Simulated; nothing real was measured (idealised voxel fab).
voxel capacitor over wiring: a process module
Displayed cross-section: cut, width of 190 nm, square cells sized 5 nm.
Notation: cross-section as square-cell grid; stated in bands, top first, going down; one or more cell rows per band. Each band's line starts with the height of the band's top and of its bottom, in nm. Then come its materials from left to right, each with its width in nm. One material with "edge to edge" fills the band from edge to edge. "empty" is empty space. For the purposes of this specification, 0 denotes the height below which the wafer in its as-received condition is composed wholly of one material, and the lowermost band, lacking a lower limit, extends downward without end, as expressed in "from 0 down". The two numbers in a width such as "30->40" mark its ends across the band: the first belongs to the top row of cells, the second to the bottom row, and from each row to the next the width moves by the same amount. Given "nothing altered" for a step, no cell of the cross-section differs between before and after that step. Enclosed voids (no open way to top), threshold 8 cells or more, entry "Entrapped void list", notation width x height at distance, distance from left edge, nm. The remark found on a step's line after its settings is issued by the simulator itself and pertains to that step. "overlay nm", when on a step's line for a step with a mask, measures how far to the right of its planned place the mask lay; a negative measure means to the left.

## Planned step list for the process
1) RECEIVE: material Si
2) CONFORMAL_DEP: material SiO2, thk nm 15
3) DIRECTIONAL_DEP: material TiN, thk nm 5
4) DIRECTIONAL_DEP: material Ru, thk nm 20
5) PATTERN: tone cover, mask id METAL_1, material resist, width nm 25, pitch nm 95, thk nm 20, overlay nm 0
6) DIRECTIONAL_ETCH: etch materials Ru, depth nm 20
7) DIRECTIONAL_ETCH: etch materials TiN, depth nm 5
8) STRIP: etch materials resist
9) CONFORMAL_DEP: material SiN, thk nm 5
10) FILL_DEP: material SiO2, thk nm 5
11) CMP: height nm 40
12) CONFORMAL_DEP: material SiCN, thk nm 5
13) DIRECTIONAL_DEP: material SiO2, thk nm 15
14) DIRECTIONAL_DEP: material aC, thk nm 15
15) PATTERN: tone open, mask id PLUG_1, material resist, width nm 15, thk nm 30, overlay nm 0
16) DIRECTIONAL_ETCH: etch materials aC, depth nm 15
17) STRIP: etch materials resist
18) DIRECTIONAL_ETCH: etch materials SiO2, depth nm 15
19) DIRECTIONAL_ETCH: etch materials SiCN, depth nm 5
20) STRIP: etch materials aC
21) CONFORMAL_DEP: material TiN, thk nm 5
22) FILL_DEP: material W, thk nm 5
23) CMP: height nm 60
24) DIRECTIONAL_DEP: material TiN, thk nm 10
25) DIRECTIONAL_DEP: material HfO2, thk nm 5
26) DIRECTIONAL_DEP: material TiN, thk nm 10
27) PATTERN: tone cover, mask id UPPER_PLATE, material resist, width nm 75, thk nm 15, overlay nm 0
28) DIRECTIONAL_ETCH: etch materials TiN, depth nm 10
29) DIRECTIONAL_ETCH: etch materials HfO2, depth nm 5
30) STRIP: etch materials resist
31) PATTERN: tone cover, mask id LOWER_PLATE, material resist, width nm 85, thk nm 15, overlay nm 0
32) DIRECTIONAL_ETCH: etch materials TiN, depth nm 10
33) STRIP: etch materials resist
34) FILL_DEP: material SiO2, thk nm 20
35) CMP: height nm 100
36) DIRECTIONAL_DEP: material aC, thk nm 15
37) PATTERN: tone open, mask id PLUG_2, material resist, width nm 15, thk nm 30, overlay nm 0
38) DIRECTIONAL_ETCH: etch materials aC, depth nm 15
39) STRIP: etch materials resist
40) DIRECTIONAL_ETCH: etch materials SiO2, depth nm 15
41) STRIP: etch materials aC
42) CONFORMAL_DEP: material TiN, thk nm 5
43) FILL_DEP: material Cu, thk nm 10
44) CMP: height nm 100
45) CONFORMAL_DEP: material SiCN, thk nm 5
The plan shows the thk nm of step 3 as the first wafer had it; this setting differs between the wafers, which start out alike.

## First of several wafers, received after step 1, in cross-section
from 0 down | Si edge to edge
Entrapped void list: none

## Depicted here is the first of several wafers in cross-section, at module completion following the last step, step 45
from 105 to 100 | SiCN edge to edge
from 100 to 90 | SiO2: 55  TiN: 5  Cu: 5  TiN: 5  SiO2: 120
from 90 to 85 | SiO2: 55  TiN: 15  SiO2: 120
from 85 to 75 | SiO2: 45  TiN: 75  SiO2: 70
from 75 to 70 | SiO2: 45  HfO2: 75  SiO2: 70
from 70 to 60 | SiO2: 40  TiN: 85  SiO2: 65
from 60 to 45 | SiO2: 45  TiN: 5  W: 5  TiN: 5  SiO2: 130
from 45 to 40 | SiCN: 45  TiN: 15  SiCN: 130
from 40 to 20 | SiO2: 30  SiN: 5  Ru: 25  SiN: 5  SiO2: 60  SiN: 5  Ru: 25  SiN: 5  SiO2: 30
from 20 to 15 | SiN: 35  TiN: 25  SiN: 70  TiN: 25  SiN: 35
from 15 to 0 | SiO2 edge to edge
from 0 down | Si edge to edge
Entrapped void list: none

## End of module: cross-section, last of several wafers
from 105 to 100 | SiCN edge to edge
from 100 to 90 | SiO2: 55  TiN: 5  Cu: 5  TiN: 5  SiO2: 120
from 90 to 85 | SiO2: 55  TiN: 15  SiO2: 120
from 85 to 75 | SiO2: 45  TiN: 75  SiO2: 70
from 75 to 70 | SiO2: 45  HfO2: 75  SiO2: 70
from 70 to 60 | SiO2: 40  TiN: 85  SiO2: 65
from 60 to 45 | SiO2: 45  TiN: 5  W: 5  TiN: 5  SiO2: 130
from 45 to 40 | SiCN: 45  TiN: 15  SiCN: 130
from 40 to 35 | SiO2: 30  SiN: 5  Ru: 25  SiN: 5  SiO2: 60  SiN: 5  Ru: 25  SiN: 5  SiO2: 30
from 35 to 30 | SiN: 35  TiN: 25  SiN: 70  TiN: 25  SiN: 35
from 30 to 15 | TiN edge to edge
from 15 to 0 | SiO2 edge to edge
from 0 down | Si edge to edge
Entrapped void list: none

## Take any row and you have a wafer at the end of the module: how many cells of each material it has gained (+) or lost (-) since it was received, and then its closed voids
thk nm 5, +2 Cu, +15 HfO2, +40 Ru, +73 SiCN, +44 SiN, +531 SiO2, +90 TiN, +3 W, Entrapped void list: none
thk nm 10, +2 Cu, +15 HfO2, +30 Ru, +73 SiCN, +40 SiN, +507 SiO2, +128 TiN, +3 W, Entrapped void list: none
thk nm 15, +2 Cu, +15 HfO2, +20 Ru, +73 SiCN, +36 SiN, +483 SiO2, +166 TiN, +3 W, Entrapped void list: none
thk nm 20, +2 Cu, +15 HfO2, +10 Ru, +73 SiCN, +32 SiN, +459 SiO2, +204 TiN, +3 W, Entrapped void list: none
